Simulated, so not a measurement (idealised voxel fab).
process module | voxel wiring stack
cross-section cut | 240 nm wide | cells 5 nm
A cross-section is a grid of square cells, given in bands from the top down. A band is one or more rows of cells.
Each band's line starts with the height of the band's top and of its bottom, in nm. Then come its materials from left to right, each with its width in nm. One material with "throughout" fills the band from edge to edge. "air" is empty space.
Height 0 is the level under which the wafer as received is all one material. The lowest band goes on downwards, as in "0 down".
A width such as "30 to 40" changes by the same amount from each row of cells to the next, from the band's top row to its bottom row.
"no change" after a step means that no cell of the cross-section changed.
closed voids: empty space of 8 cells or more with no open way to the top, each as width x height at its distance from the left edge, in nm
after a step's settings: what the simulator itself notes on the step
overlay nm, on a step with a mask: how far to the right of its planned place the mask lay; to the left if negative
plan
1 op RECEIVE | material Si
2 op CONFORMAL_DEP | material SiO2 | thk nm 10
3 op DIRECTIONAL_DEP | material TiN | thk nm 5
4 op DIRECTIONAL_DEP | material Ru | thk nm 25
5 op MASKED_ETCH | tone cover | mask id METAL_1 | width nm 20 | pitch nm 50 | etch materials Ru | depth nm 25 | overlay nm 0
6 op MASKED_ETCH | tone cover | mask id METAL_1 | width nm 20 | pitch nm 50 | etch materials TiN | depth nm 5 | overlay nm 0
7 op CONFORMAL_DEP | material SiCN | thk nm 5
8 op FILL_DEP | material lowk | thk nm 10
9 op CMP | height nm 40
10 op CONFORMAL_DEP | material SiCN | thk nm 5
11 op DIRECTIONAL_DEP | material lowk | thk nm 15
12 op DIRECTIONAL_DEP | material aC | thk nm 15
13 op PATTERN | tone open | mask id PLUG_1 | material resist | width nm 15 | pitch nm 50 | thk nm 30 | overlay nm 0
14 op DIRECTIONAL_ETCH | etch materials aC | depth nm 15
15 op STRIP | etch materials resist
16 op DIRECTIONAL_ETCH | etch materials lowk | depth nm 15
17 op DIRECTIONAL_ETCH | etch materials SiCN | depth nm 5
18 op STRIP | etch materials aC
19 op EPI | material Ru | thk nm 10
20 op EPI | material Ru | thk nm 10
21 op CONFORMAL_DEP | material SiN | thk nm 5
22 op DIRECTIONAL_DEP | material SiO2 | thk nm 25
23 op PATTERN | tone open | mask id METAL_2 | material resist | width nm 20 | pitch nm 50 | thk nm 15 | overlay nm 0
24 op DIRECTIONAL_ETCH | etch materials SiO2 | depth nm 25
25 op DIRECTIONAL_ETCH | etch materials SiN | depth nm 5
26 op STRIP | etch materials resist
27 op CONFORMAL_DEP | material TiN | thk nm 5
28 op FILL_DEP | material Ru | thk nm 10
29 op CMP | height nm 90
30 op CONFORMAL_DEP | material SiCN | thk nm 5
31 op DIRECTIONAL_DEP | material lowk | thk nm 30
32 op MASKED_ETCH | tone open | mask id METAL_3 | width nm 20 | pitch nm 50 | etch materials lowk | depth nm 15 | overlay nm 0
33 op PATTERN | tone open | mask id METAL_3_HOLES | material resist | width nm 15 | pitch nm 100 | thk nm 20 | overlay nm 0
34 op DIRECTIONAL_ETCH | etch materials lowk | depth nm 15
35 op DIRECTIONAL_ETCH | etch materials SiCN | depth nm 5
36 op STRIP | etch materials resist
37 op CONFORMAL_DEP | material TiN | thk nm 5
38 op FILL_DEP | material Ru | thk nm 10
39 op CMP | height nm 125
40 op CONFORMAL_DEP | material SiCN | thk nm 5
41 op DIRECTIONAL_DEP | material SiO2 | thk nm 30
42 op DIRECTIONAL_DEP | material aC | thk nm 10
43 op PATTERN | tone open | mask id METAL_4 | material resist | width nm 20 | pitch nm 50 | thk nm 30 | overlay nm 0
44 op DIRECTIONAL_ETCH | etch materials aC | depth nm 10
45 op STRIP | etch materials resist
46 op DIRECTIONAL_ETCH | etch materials SiO2 | depth nm 15
47 op STRIP | etch materials aC
48 op MASKED_ETCH | tone open | mask id METAL_4_HOLES | width nm 15 | pitch nm 100 | etch materials SiO2 | depth nm 15 | overlay nm 0
49 op MASKED_ETCH | tone open | mask id METAL_4_HOLES | width nm 15 | pitch nm 100 | etch materials SiCN | depth nm 5 | overlay nm 0
50 op CONFORMAL_DEP | material TiN | thk nm 5
51 op FILL_DEP | material Cu | thk nm 5
52 op CMP | height nm 160
53 op CONFORMAL_DEP | material SiCN | thk nm 5
as received, after step 1
  0 down: Si throughout
  closed voids: none
first wafer at the end, as planned
  165 to 160: SiCN throughout
  160 to 150: SiO2 60 | TiN 5 | Cu 10 | TiN 5 | SiO2 30 | TiN 5 | Cu 10 | TiN 5 | SiO2 30 | TiN 5 | Cu 10 | TiN 5 | SiO2 60
  150 to 145: SiO2 60 | TiN 5 | Cu 5 | TiN 10 | SiO2 30 | TiN 20 | SiO2 30 | TiN 5 | Cu 5 | TiN 10 | SiO2 60
  145 to 130: SiO2 60 | TiN 5 | Cu 5 | TiN 5 | SiO2 85 | TiN 5 | Cu 5 | TiN 5 | SiO2 65
  130 to 125: SiCN 60 | TiN 15 | SiCN 85 | TiN 15 | SiCN 65
  125 to 115: lowk 60 | TiN 5 | Ru 10 | TiN 5 | lowk 30 | TiN 5 | Ru 10 | TiN 5 | lowk 30 | TiN 5 | Ru 10 | TiN 5 | lowk 60
  115 to 110: lowk 60 | TiN 5 | Ru 5 | TiN 10 | lowk 30 | TiN 20 | lowk 30 | TiN 5 | Ru 5 | TiN 10 | lowk 60
  110 to 95: lowk 60 | TiN 5 | Ru 5 | TiN 5 | lowk 85 | TiN 5 | Ru 5 | TiN 5 | lowk 65
  95 to 90: SiCN 60 | TiN 15 | SiCN 85 | TiN 15 | SiCN 65
  90 to 65: SiO2 60 | TiN 5 | Ru 10 | TiN 5 | SiO2 30 | TiN 5 | Ru 10 | TiN 5 | SiO2 30 | TiN 5 | Ru 10 | TiN 5 | SiO2 60
  65 to 60: SiN 60 | TiN 20 | SiN 30 | TiN 20 | SiN 30 | TiN 20 | SiN 60
  60 to 45: lowk 60 | Ru 15 | lowk 35 | Ru 15 | lowk 35 | Ru 15 | lowk 65
  45 to 40: SiCN 60 | Ru 15 | SiCN 35 | Ru 15 | SiCN 35 | Ru 15 | SiCN 65
  40 to 15: lowk 55 | SiCN 5 | Ru 20 | SiCN 5 | lowk 20 | SiCN 5 | Ru 20 | SiCN 5 | lowk 20 | SiCN 5 | Ru 20 | SiCN 5 | lowk 55
  15 to 10: SiCN 60 | TiN 20 | SiCN 30 | TiN 20 | SiCN 30 | TiN 20 | SiCN 60
  10 to 0: SiO2 throughout
  0 down: Si throughout
  closed voids: none
second wafer at the end: like start, like plan, one mistake
  165 to 160: SiCN throughout
  160 to 150: SiO2 60 | TiN 5 | Cu 10 | TiN 5 | SiO2 30 | TiN 5 | Cu 10 | TiN 5 | SiO2 30 | TiN 5 | Cu 10 | TiN 5 | SiO2 60
  150 to 145: SiO2 60 | TiN 5 | Cu 5 | TiN 10 | SiO2 30 | TiN 20 | SiO2 30 | TiN 5 | Cu 5 | TiN 10 | SiO2 60
  145 to 130: SiO2 60 | TiN 5 | Cu 5 | TiN 5 | SiO2 85 | TiN 5 | Cu 5 | TiN 5 | SiO2 65
  130 to 125: SiCN 60 | TiN 15 | SiCN 85 | TiN 15 | SiCN 65
  125 to 115: lowk 60 | TiN 5 | Ru 10 | TiN 5 | lowk 30 | TiN 5 | Ru 10 | TiN 5 | lowk 30 | TiN 5 | Ru 10 | TiN 5 | lowk 60
  115 to 110: lowk 60 | TiN 5 | Ru 5 | TiN 10 | lowk 30 | TiN 20 | lowk 30 | TiN 5 | Ru 5 | TiN 10 | lowk 60
  110 to 95: lowk 60 | TiN 5 | Ru 5 | TiN 5 | lowk 85 | TiN 5 | Ru 5 | TiN 5 | lowk 65
  95 to 90: SiCN 60 | TiN 15 | SiCN 85 | TiN 15 | SiCN 65
  90 to 65: SiO2 60 | TiN 5 | Ru 10 | TiN 5 | SiO2 30 | TiN 5 | Ru 10 | TiN 5 | SiO2 30 | TiN 5 | Ru 10 | TiN 5 | SiO2 60
  65 to 60: SiN 60 | TiN 20 | SiN 30 | TiN 20 | SiN 30 | TiN 20 | SiN 60
  60 to 55: SiCN 60 | SiN 5 | TiN 5 | SiN 5 | SiCN 35 | SiN 5 | TiN 5 | SiN 5 | SiCN 35 | SiN 5 | TiN 5 | SiN 5 | SiCN 65
  55 to 40: lowk throughout
  40 to 15: lowk 55 | SiCN 5 | Ru 20 | SiCN 5 | lowk 20 | SiCN 5 | Ru 20 | SiCN 5 | lowk 20 | SiCN 5 | Ru 20 | SiCN 5 | lowk 55
  15 to 10: SiCN 60 | TiN 20 | SiCN 30 | TiN 20 | SiCN 30 | TiN 20 | SiCN 60
  10 to 0: SiO2 throughout
  0 down: Si throughout
  closed voids: none
what went wrong: steps 10 and 11 were swapped
at the end the second wafer has, in cells: 36 fewer of Ru | 6 more of SiN | 3 more of TiN | 27 more of lowk
